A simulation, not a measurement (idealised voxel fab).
process module | voxel wiring stack
cross-section cut | 285 nm wide | cells 5 nm
A cross-section is a grid of square cells, given in bands from the top down. A band is one or more rows of cells.
Each band's line starts with the height of the band's top and of its bottom, in nm. Then come its materials from left to right, each with its width in nm. One material with "throughout" fills the band from edge to edge. "air" is empty space.
Height 0 is the level under which the wafer as received is all one material. The lowest band goes on downwards, as in "0 down".
A width such as "30 to 40" changes by the same amount from each row of cells to the next, from the band's top row to its bottom row.
"no change" after a step means that no cell of the cross-section changed.
closed voids: empty space of 8 cells or more with no open way to the top, each as width x height at its distance from the left edge, in nm
after a step's settings: what the simulator itself notes on the step
overlay nm, on a step with a mask: how far to the right of its planned place the mask lay; to the left if negative
plan
1 op RECEIVE | material Si
2 op CONFORMAL_DEP | material SiO2 | thk nm 15
3 op DIRECTIONAL_DEP | material TiN | thk nm 5
4 op DIRECTIONAL_DEP | material Ru | thk nm 15
5 op MASKED_ETCH | tone cover | mask id METAL_1 | width nm 20 | pitch nm 40 | etch materials Ru | depth nm 15 | overlay nm 0
6 op MASKED_ETCH | tone cover | mask id METAL_1 | width nm 20 | pitch nm 40 | etch materials TiN | depth nm 5 | overlay nm 0
7 op CONFORMAL_DEP | material SiN | thk nm 5
8 op FILL_DEP | material SiO2 | thk nm 5
9 op CMP | height nm 35
10 op CONFORMAL_DEP | material SiCN | thk nm 5
11 op DIRECTIONAL_DEP | material SiO2 | thk nm 30
12 op MASKED_ETCH | tone open | mask id METAL_2 | width nm 20 | pitch nm 40 | etch materials SiO2 | depth nm 20 | overlay nm 0
13 op MASKED_ETCH | tone open | mask id METAL_2_HOLES | width nm 15 | pitch nm 40 | etch materials SiO2 | depth nm 10 | overlay nm 0
14 op MASKED_ETCH | tone open | mask id METAL_2_HOLES | width nm 15 | pitch nm 40 | etch materials SiCN | depth nm 5 | overlay nm 0
15 op CONFORMAL_DEP | material TiN | thk nm 5
16 op FILL_DEP | material Ru | thk nm 10
17 op CMP | height nm 70
18 op CONFORMAL_DEP | material SiCN | thk nm 5
as received, after step 1
  0 down: Si throughout
  closed voids: none
a wafer at the end: this start, this plan, one mistake
  75 to 70: SiCN throughout
  70 to 55: SiO2 70 | TiN 5 | Ru 10 | TiN 5 | SiO2 20 | TiN 5 | Ru 10 | TiN 5 | SiO2 20 | TiN 5 | Ru 10 | TiN 5 | SiO2 20 | TiN 5 | Ru 10 | TiN 5 | SiO2 75
  55 to 50: SiO2 70 | TiN 5 | Ru 5 | TiN 10 | SiO2 20 | TiN 5 | Ru 5 | TiN 10 | SiO2 20 | TiN 5 | Ru 5 | TiN 10 | SiO2 20 | TiN 5 | Ru 5 | TiN 10 | SiO2 75
  50 to 40: SiO2 70 | TiN 5 | Ru 5 | TiN 5 | SiO2 25 | TiN 5 | Ru 5 | TiN 5 | SiO2 25 | TiN 5 | Ru 5 | TiN 5 | SiO2 25 | TiN 5 | Ru 5 | TiN 5 | SiO2 80
  40 to 35: SiCN 70 | TiN 15 | SiCN 25 | TiN 15 | SiCN 25 | TiN 15 | SiCN 25 | TiN 15 | SiCN 80
  35 to 25: SiO2 65 | SiN 5 | Ru 20 | SiN 5 | SiO2 10 | SiN 5 | Ru 20 | SiN 5 | SiO2 10 | SiN 5 | Ru 20 | SiN 5 | SiO2 10 | SiN 5 | Ru 20 | SiN 5 | SiO2 70
  25 to 20: SiN 70 | Ru 20 | SiN 20 | Ru 20 | SiN 20 | Ru 20 | SiN 20 | Ru 20 | SiN 75
  20 to 15: SiN throughout
  15 to 0: SiO2 throughout
  0 down: Si throughout
  closed voids: none
what went wrong: step 3 ran as: op DIRECTIONAL_DEP | material SiN | thk nm 5
